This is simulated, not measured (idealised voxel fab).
process module | voxel fin reveal
cross-section cut | 190 nm wide | cells 5 nm
A cross-section is a grid of square cells, given in bands from the top down. A band is one or more rows of cells.
Each band's line starts with the height of the band's top and of its bottom, in nm. Then come its materials from left to right, each with its width in nm. One material with "throughout" fills the band from edge to edge. "air" is empty space.
Height 0 is the level under which the wafer as received is all one material. The lowest band goes on downwards, as in "0 down".
A width such as "30 to 40" changes by the same amount from each row of cells to the next, from the band's top row to its bottom row.
"no change" after a step means that no cell of the cross-section changed.
closed voids: empty space of 8 cells or more with no open way to the top, each as width x height at its distance from the left edge, in nm
after a step's settings: what the simulator itself notes on the step
overlay nm, on a step with a mask: how far to the right of its planned place the mask lay; to the left if negative
plan
1 op RECEIVE | material Si
2 op CONFORMAL_DEP | material SiN | thk nm 5
3 op MASKED_ETCH | tone cover | mask id FINS | width nm 15 | pitch nm 45 | etch materials SiN | depth nm 5 | overlay nm 0
4 op MASKED_ETCH | tone cover | mask id FINS | width nm 15 | pitch nm 45 | etch materials Si | depth nm 40 | overlay nm 0
5 op FILL_DEP | material SiO2 | thk nm 15
6 op CMP | height nm 5
7 op SELECTIVE_ETCH | etch materials SiO2 | depth nm 35
8 op STRIP | etch materials SiN
first wafer, as planned
as received, after step 1
  0 down: Si throughout
  closed voids: none
after step 2
  5 to 0: SiN throughout
  below 0: unchanged
after step 3
  5 to 0: air 65 | SiN 15 | air 30 | SiN 15 | air 65
  below 0: unchanged
after step 4
  5 to 0: air 65 | SiN 15 | air 30 | SiN 15 | air 65
  0 to -40: air 65 | Si 15 | air 30 | Si 15 | air 65
  below -40: unchanged
after step 5
  20 to 5: SiO2 throughout
  5 to 0: SiO2 65 | SiN 15 | SiO2 30 | SiN 15 | SiO2 65
  0 to -40: SiO2 65 | Si 15 | SiO2 30 | Si 15 | SiO2 65
  below -40: unchanged
after step 6
  5 to 0: SiO2 65 | SiN 15 | SiO2 30 | SiN 15 | SiO2 65
  below 0: unchanged
after step 7
  5 to 0: air 65 | SiN 15 | air 30 | SiN 15 | air 65
  0 to -30: air 65 | Si 15 | air 30 | Si 15 | air 65
  below -30: unchanged
after step 8
  0 to -30: air 65 | Si 15 | air 30 | Si 15 | air 65
  below -30: unchanged
second wafer: like start, like plan, one mistake. Through step 3 it matches the first wafer
when step 4 should have ended
  5 to 0: air 65 | SiN 15 | air 30 | SiN 15 | air 65
  0 to -45: air 65 | Si 15 | air 30 | Si 15 | air 65
  below -45: unchanged
when step 5 should have ended
  20 to 5: SiO2 throughout
  5 to 0: SiO2 65 | SiN 15 | SiO2 30 | SiN 15 | SiO2 65
  0 to -45: SiO2 65 | Si 15 | SiO2 30 | Si 15 | SiO2 65
  below -45: unchanged
when step 6 should have ended
  5 to 0: SiO2 65 | SiN 15 | SiO2 30 | SiN 15 | SiO2 65
  below 0: unchanged
when step 7 should have ended
  5 to 0: air 65 | SiN 15 | air 30 | SiN 15 | air 65
  0 to -30: air 65 | Si 15 | air 30 | Si 15 | air 65
  below -30: unchanged
when step 8 should have ended
  0 to -30: air 65 | Si 15 | air 30 | Si 15 | air 65
  below -30: unchanged
what went wrong: step 4 ran as: op MASKED_ETCH | tone cover | mask id FINS | width nm 15 | pitch nm 45 | etch materials Si | depth nm 45 | overlay nm 0
at the end the second wafer has, in cells: 32 fewer of Si | 32 more of SiO2
